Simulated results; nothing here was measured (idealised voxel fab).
process module | voxel self aligned contacts
cross-section cut | 245 nm wide | cells 5 nm
A cross-section is a grid of square cells, given in bands from the top down. A band is one or more rows of cells.
Each band's line starts with the height of the band's top and of its bottom, in nm. Then come its materials from left to right, each with its width in nm. One material with "throughout" fills the band from edge to edge. "air" is empty space.
Height 0 is the level under which the wafer as received is all one material. The lowest band goes on downwards, as in "0 down".
A width such as "30 to 40" changes by the same amount from each row of cells to the next, from the band's top row to its bottom row.
"no change" after a step means that no cell of the cross-section changed.
closed voids: empty space of 8 cells or more with no open way to the top, each as width x height at its distance from the left edge, in nm
after a step's settings: what the simulator itself notes on the step
overlay nm, on a step with a mask: how far to the right of its planned place the mask lay; to the left if negative
plan
1 op RECEIVE | material Si
2 op CONFORMAL_DEP | material SiO2 | thk nm 5
3 op DIRECTIONAL_DEP | material polySi | thk nm 30
4 op DIRECTIONAL_DEP | material SiN | thk nm 20
5 op PATTERN | tone cover | mask id GATE | material resist | width nm 30 | pitch nm 70 | thk nm 20 | overlay nm 0
6 op DIRECTIONAL_ETCH | etch materials SiN | depth nm 20
7 op DIRECTIONAL_ETCH | etch materials polySi | depth nm 30
8 op STRIP | etch materials resist
9 op CONFORMAL_DEP | material SiN | thk nm 10
10 op DIRECTIONAL_ETCH | etch materials SiN | depth nm 10
11 op FILL_DEP | material SiO2 | thk nm 10
12 op CMP | height nm 60
13 op PATTERN | tone open | mask id CONTACT | material resist | width nm 50 | pitch nm 70 | thk nm 20 | overlay nm 0
14 op DIRECTIONAL_ETCH | etch materials SiO2 | depth nm 60
15 op STRIP | etch materials resist
16 op CONFORMAL_DEP | material TiN | thk nm 5
17 op FILL_DEP | material Ru | thk nm 5
18 op CMP | height nm 60
19 op CONFORMAL_DEP | material SiCN | thk nm 5
first wafer, as planned
as received, after step 1
  0 down: Si throughout
  closed voids: none
after step 2
  5 to 0: SiO2 throughout
  below 0: unchanged
after step 3
  35 to 5: polySi throughout
  below 5: unchanged
after step 4
  55 to 35: SiN throughout
  below 35: unchanged
after step 5
  75 to 55: air 35 | resist 30 | air 40 | resist 30 | air 40 | resist 30 | air 40
  below 55: unchanged
after step 6
  75 to 55: air 35 | resist 30 | air 40 | resist 30 | air 40 | resist 30 | air 40
  55 to 35: air 35 | SiN 30 | air 40 | SiN 30 | air 40 | SiN 30 | air 40
  below 35: unchanged
after step 7
  75 to 55: air 35 | resist 30 | air 40 | resist 30 | air 40 | resist 30 | air 40
  55 to 35: air 35 | SiN 30 | air 40 | SiN 30 | air 40 | SiN 30 | air 40
  35 to 5: air 35 | polySi 30 | air 40 | polySi 30 | air 40 | polySi 30 | air 40
  below 5: unchanged
after step 8
  55 to 35: air 35 | SiN 30 | air 40 | SiN 30 | air 40 | SiN 30 | air 40
  below 35: unchanged
after step 9
  65 to 35: air 25 | SiN 50 | air 20 | SiN 50 | air 20 | SiN 50 | air 30
  35 to 15: air 25 | SiN 10 | polySi 30 | SiN 10 | air 20 | SiN 10 | polySi 30 | SiN 10 | air 20 | SiN 10 | polySi 30 | SiN 10 | air 30
  15 to 5: SiN 35 | polySi 30 | SiN 40 | polySi 30 | SiN 40 | polySi 30 | SiN 40
  below 5: unchanged
after step 10
  55 to 35: air 25 | SiN 50 | air 20 | SiN 50 | air 20 | SiN 50 | air 30
  35 to 5: air 25 | SiN 10 | polySi 30 | SiN 10 | air 20 | SiN 10 | polySi 30 | SiN 10 | air 20 | SiN 10 | polySi 30 | SiN 10 | air 30
  below 5: unchanged
after step 11
  65 to 55: SiO2 throughout
  55 to 35: SiO2 25 | SiN 50 | SiO2 20 | SiN 50 | SiO2 20 | SiN 50 | SiO2 30
  35 to 5: SiO2 25 | SiN 10 | polySi 30 | SiN 10 | SiO2 20 | SiN 10 | polySi 30 | SiN 10 | SiO2 20 | SiN 10 | polySi 30 | SiN 10 | SiO2 30
  below 5: unchanged
after step 12
  60 to 55: SiO2 throughout
  below 55: unchanged
after step 13
  80 to 60: resist 60 | air 50 | resist 20 | air 50 | resist 65
  below 60: unchanged
after step 14
  80 to 60: resist 60 | air 50 | resist 20 | air 50 | resist 65
  60 to 55: SiO2 60 | air 50 | SiO2 20 | air 50 | SiO2 65
  55 to 35: SiO2 25 | SiN 50 | air 20 | SiN 50 | air 20 | SiN 50 | SiO2 30
  35 to 5: SiO2 25 | SiN 10 | polySi 30 | SiN 10 | air 20 | SiN 10 | polySi 30 | SiN 10 | air 20 | SiN 10 | polySi 30 | SiN 10 | SiO2 30
  5 to 0: SiO2 75 | air 20 | SiO2 50 | air 20 | SiO2 80
  below 0: unchanged
after step 15
  60 to 55: SiO2 60 | air 50 | SiO2 20 | air 50 | SiO2 65
  below 55: unchanged
after step 16
  65 to 60: TiN 65 | air 40 | TiN 30 | air 40 | TiN 70
  60 to 55: SiO2 60 | TiN 20 | air 10 | TiN 20 | SiO2 20 | TiN 20 | air 10 | TiN 20 | SiO2 65
  55 to 35: SiO2 25 | SiN 50 | TiN 5 | air 10 | TiN 5 | SiN 50 | TiN 5 | air 10 | TiN 5 | SiN 50 | SiO2 30
  35 to 5: SiO2 25 | SiN 10 | polySi 30 | SiN 10 | TiN 5 | air 10 | TiN 5 | SiN 10 | polySi 30 | SiN 10 | TiN 5 | air 10 | TiN 5 | SiN 10 | polySi 30 | SiN 10 | SiO2 30
  5 to 0: SiO2 75 | TiN 20 | SiO2 50 | TiN 20 | SiO2 80
  below 0: unchanged
after step 17
  70 to 65: Ru throughout
  65 to 60: TiN 65 | Ru 40 | TiN 30 | Ru 40 | TiN 70
  60 to 55: SiO2 60 | TiN 20 | Ru 10 | TiN 20 | SiO2 20 | TiN 20 | Ru 10 | TiN 20 | SiO2 65
  55 to 35: SiO2 25 | SiN 50 | TiN 5 | Ru 10 | TiN 5 | SiN 50 | TiN 5 | Ru 10 | TiN 5 | SiN 50 | SiO2 30
  35 to 5: SiO2 25 | SiN 10 | polySi 30 | SiN 10 | TiN 5 | Ru 10 | TiN 5 | SiN 10 | polySi 30 | SiN 10 | TiN 5 | Ru 10 | TiN 5 | SiN 10 | polySi 30 | SiN 10 | SiO2 30
  below 5: unchanged
after step 18
  60 to 55: SiO2 60 | TiN 20 | Ru 10 | TiN 20 | SiO2 20 | TiN 20 | Ru 10 | TiN 20 | SiO2 65
  below 55: unchanged
after step 19
  65 to 60: SiCN throughout
  below 60: unchanged
second wafer: like start, like plan, one mistake. Through step 2 it matches the first wafer
when step 3 should have ended
  65 to 5: polySi throughout
  below 5: unchanged
when step 4 should have ended
  85 to 65: SiN throughout
  below 65: unchanged
when step 5 should have ended
  105 to 85: air 35 | resist 30 | air 40 | resist 30 | air 40 | resist 30 | air 40
  below 85: unchanged
when step 6 should have ended
  105 to 85: air 35 | resist 30 | air 40 | resist 30 | air 40 | resist 30 | air 40
  85 to 65: air 35 | SiN 30 | air 40 | SiN 30 | air 40 | SiN 30 | air 40
  below 65: unchanged
when step 7 should have ended
  105 to 85: air 35 | resist 30 | air 40 | resist 30 | air 40 | resist 30 | air 40
  85 to 65: air 35 | SiN 30 | air 40 | SiN 30 | air 40 | SiN 30 | air 40
  65 to 35: air 35 | polySi 30 | air 40 | polySi 30 | air 40 | polySi 30 | air 40
  below 35: unchanged
when step 8 should have ended
  85 to 65: air 35 | SiN 30 | air 40 | SiN 30 | air 40 | SiN 30 | air 40
  below 65: unchanged
when step 9 should have ended
  95 to 65: air 25 | SiN 50 | air 20 | SiN 50 | air 20 | SiN 50 | air 30
  65 to 45: air 25 | SiN 10 | polySi 30 | SiN 10 | air 20 | SiN 10 | polySi 30 | SiN 10 | air 20 | SiN 10 | polySi 30 | SiN 10 | air 30
  45 to 35: SiN 35 | polySi 30 | SiN 40 | polySi 30 | SiN 40 | polySi 30 | SiN 40
  below 35: unchanged
when step 10 should have ended
  85 to 65: air 25 | SiN 50 | air 20 | SiN 50 | air 20 | SiN 50 | air 30
  65 to 35: air 25 | SiN 10 | polySi 30 | SiN 10 | air 20 | SiN 10 | polySi 30 | SiN 10 | air 20 | SiN 10 | polySi 30 | SiN 10 | air 30
  below 35: unchanged
when step 11 should have ended
  95 to 85: SiO2 throughout
  85 to 65: SiO2 25 | SiN 50 | SiO2 20 | SiN 50 | SiO2 20 | SiN 50 | SiO2 30
  65 to 35: SiO2 25 | SiN 10 | polySi 30 | SiN 10 | SiO2 20 | SiN 10 | polySi 30 | SiN 10 | SiO2 20 | SiN 10 | polySi 30 | SiN 10 | SiO2 30
  below 35: unchanged
when step 12 should have ended
  60 to 35: SiO2 25 | SiN 10 | polySi 30 | SiN 10 | SiO2 20 | SiN 10 | polySi 30 | SiN 10 | SiO2 20 | SiN 10 | polySi 30 | SiN 10 | SiO2 30
  below 35: unchanged
when step 13 should have ended
  80 to 60: resist 60 | air 50 | resist 20 | air 50 | resist 65
  below 60: unchanged
when step 14 should have ended
  80 to 60: resist 60 | air 50 | resist 20 | air 50 | resist 65
  60 to 35: SiO2 25 | SiN 10 | polySi 30 | SiN 10 | air 20 | SiN 10 | polySi 30 | SiN 10 | air 20 | SiN 10 | polySi 30 | SiN 10 | SiO2 30
  below 35: unchanged
when step 15 should have ended
  60 to 35: SiO2 25 | SiN 10 | polySi 30 | SiN 10 | air 20 | SiN 10 | polySi 30 | SiN 10 | air 20 | SiN 10 | polySi 30 | SiN 10 | SiO2 30
  below 35: unchanged
when step 16 should have ended
  65 to 60: TiN 80 | air 10 | TiN 60 | air 10 | TiN 85
  60 to 40: SiO2 25 | SiN 10 | polySi 30 | SiN 10 | TiN 5 | air 10 | TiN 5 | SiN 10 | polySi 30 | SiN 10 | TiN 5 | air 10 | TiN 5 | SiN 10 | polySi 30 | SiN 10 | SiO2 30
  40 to 35: SiO2 25 | SiN 10 | polySi 30 | SiN 10 | TiN 20 | SiN 10 | polySi 30 | SiN 10 | TiN 20 | SiN 10 | polySi 30 | SiN 10 | SiO2 30
  below 35: unchanged
when step 17 should have ended
  70 to 65: Ru throughout
  65 to 60: TiN 80 | Ru 10 | TiN 60 | Ru 10 | TiN 85
  60 to 40: SiO2 25 | SiN 10 | polySi 30 | SiN 10 | TiN 5 | Ru 10 | TiN 5 | SiN 10 | polySi 30 | SiN 10 | TiN 5 | Ru 10 | TiN 5 | SiN 10 | polySi 30 | SiN 10 | SiO2 30
  below 40: unchanged
when step 18 should have ended
  60 to 40: SiO2 25 | SiN 10 | polySi 30 | SiN 10 | TiN 5 | Ru 10 | TiN 5 | SiN 10 | polySi 30 | SiN 10 | TiN 5 | Ru 10 | TiN 5 | SiN 10 | polySi 30 | SiN 10 | SiO2 30
  below 40: unchanged
when step 19 should have ended
  65 to 60: SiCN throughout
  below 60: unchanged
what went wrong: step 3 was run twice
at the end the second wafer has, in cells: 28 fewer of Ru | 132 fewer of SiN | 76 fewer of SiO2 | 40 fewer of TiN | 276 more of polySi
